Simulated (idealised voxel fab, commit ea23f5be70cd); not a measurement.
Process module under the name voxel lift off
FYI the section here is cut, 180 nm wide, cells are 5 nm squares.
For the purposes of this document, a cross-section shall be understood as a grid of square cells, specified as bands listed in top-to-bottom order, each band consisting of one or more rows of cells.
It is stipulated that each band's entry specify, in nanometres, the height of the top of the band and then that of its bottom, followed by the materials of the band in left-to-right sequence, each together with its width in nanometres. A single material marked by the word "everywhere" is understood to fill the band from edge to edge; the word "air" is understood to denote empty space.
Counting heights begins at 0, where everything beneath is, in the wafer as received, one material. The lowest band has no bottom; it goes on downwards, as "from 0 down" shows.
With a width like "30 to 40", each row of cells in the band differs from the next by the same amount, the top row carrying the first number and the bottom row the second.
Where the words "no modifications" appear for a step, the cross-section shows no cell changed by that step; every cell remained as before.
Any empty space of 8 cells or more lacking an open way to the top shows up in "Fully closed voids" as width x height at distance, distance from the left edge, in nm.
Past the settings on a step's line: simulator remark, on that step.
Among the settings permitted on a step's line is "overlay nm"; applied to a step with a mask, it specifies the extent to which the mask lay to the right of its planned position, whereas a negative figure signifies a position to the left.
The steps planned for the process are as follows
1: RECEIVE: material Si
2: CONFORMAL_DEP: material Al2O3, thk nm 15
3: PATTERN: tone open, mask id LINES, material resist, width nm 25, pitch nm 50, thk nm 25, overlay nm 0
4: DIRECTIONAL_DEP: material Ru, thk nm 10
5: STRIP: etch materials resist
6: CONFORMAL_DEP: material SiN, thk nm 5
Received-state cross-section, reflecting completion of step 1
> from 0 down = Si everywhere
> Fully closed voids: none
First of two wafers, end-of-module section, run followed plan
> from 30 to 25 = air 45, then SiN 35, then air 15, then SiN 35, then air 50
> from 25 to 20 = air 45, then SiN 5, then Ru 25, then SiN 5, then air 15, then SiN 5, then Ru 25, then SiN 5, then air 50
> from 20 to 15 = SiN 50, then Ru 25, then SiN 25, then Ru 25, then SiN 55
> from 15 to 0 = Al2O3 everywhere
> from 0 down = Si everywhere
> Fully closed voids: none
Here's the second of our two wafers sectioned at module end. Same start as the first, same plan, but one mistake got made running it
> from 35 to 30 = air 45, then SiN 35, then air 15, then SiN 35, then air 50
> from 30 to 25 = air 45, then SiN 5, then Ru 25, then SiN 5, then air 15, then SiN 5, then Ru 25, then SiN 5, then air 50
> from 25 to 20 = SiN 50, then Ru 25, then SiN 25, then Ru 25, then SiN 55
> from 20 to 0 = Al2O3 everywhere
> from 0 down = Si everywhere
> Fully closed voids: none
Against the plan, the run slipped here: planned and actual differ for step 2; actual: CONFORMAL_DEP: material Al2O3, thk nm 20
End check, counted in cells, second wafer has more or fewer of these materials than the first: +36 Al2O3
